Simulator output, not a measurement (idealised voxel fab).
process module | voxel trench capacitor
cross-section cut | 245 nm wide | cells 5 nm
A cross-section is a grid of square cells, given in bands from the top down. A band is one or more rows of cells.
Each band's line starts with the height of the band's top and of its bottom, in nm. Then come its materials from left to right, each with its width in nm. One material with "throughout" fills the band from edge to edge. "air" is empty space.
Height 0 is the level under which the wafer as received is all one material. The lowest band goes on downwards, as in "0 down".
A width such as "30 to 40" changes by the same amount from each row of cells to the next, from the band's top row to its bottom row.
"no change" after a step means that no cell of the cross-section changed.
closed voids: empty space of 8 cells or more with no open way to the top, each as width x height at its distance from the left edge, in nm
after a step's settings: what the simulator itself notes on the step
overlay nm, on a step with a mask: how far to the right of its planned place the mask lay; to the left if negative
plan
1 op RECEIVE | material Si
2 op CONFORMAL_DEP | material SiN | thk nm 5
3 op PATTERN | tone open | mask id TRENCH | material resist | width nm 25 | pitch nm 45 | thk nm 20 | overlay nm 0
4 op DIRECTIONAL_ETCH | etch materials SiN | depth nm 5
5 op DIRECTIONAL_ETCH | etch materials Si | depth nm 35
6 op STRIP | etch materials resist
7 op CONFORMAL_DEP | material HfO2 | thk nm 5
8 op CONFORMAL_DEP | material TiN | thk nm 5
9 op FILL_DEP | material W | thk nm 5
10 op CMP | height nm 5
as received, after step 1
  0 down: Si throughout
  closed voids: none
a wafer at the end: this start, this plan, one mistake
  5 to 0: SiN 65 | HfO2 5 | TiN 5 | W 10 | TiN 5 | HfO2 5 | SiN 15 | HfO2 5 | TiN 5 | W 10 | TiN 5 | HfO2 5 | SiN 15 | HfO2 5 | TiN 5 | W 10 | TiN 5 | HfO2 5 | SiN 60
  0 to -25: Si 65 | HfO2 5 | TiN 5 | W 10 | TiN 5 | HfO2 5 | Si 15 | HfO2 5 | TiN 5 | W 10 | TiN 5 | HfO2 5 | Si 15 | HfO2 5 | TiN 5 | W 10 | TiN 5 | HfO2 5 | Si 60
  -25 to -30: Si 65 | HfO2 5 | TiN 20 | HfO2 5 | Si 15 | HfO2 5 | TiN 20 | HfO2 5 | Si 15 | HfO2 5 | TiN 20 | HfO2 5 | Si 60
  -30 to -35: Si 65 | HfO2 30 | Si 15 | HfO2 30 | Si 15 | HfO2 30 | Si 60
  -35 down: Si throughout
  closed voids: none
what went wrong: step 3 ran as: op PATTERN | tone open | mask id TRENCH | material resist | width nm 30 | pitch nm 45 | thk nm 20 | overlay nm 0
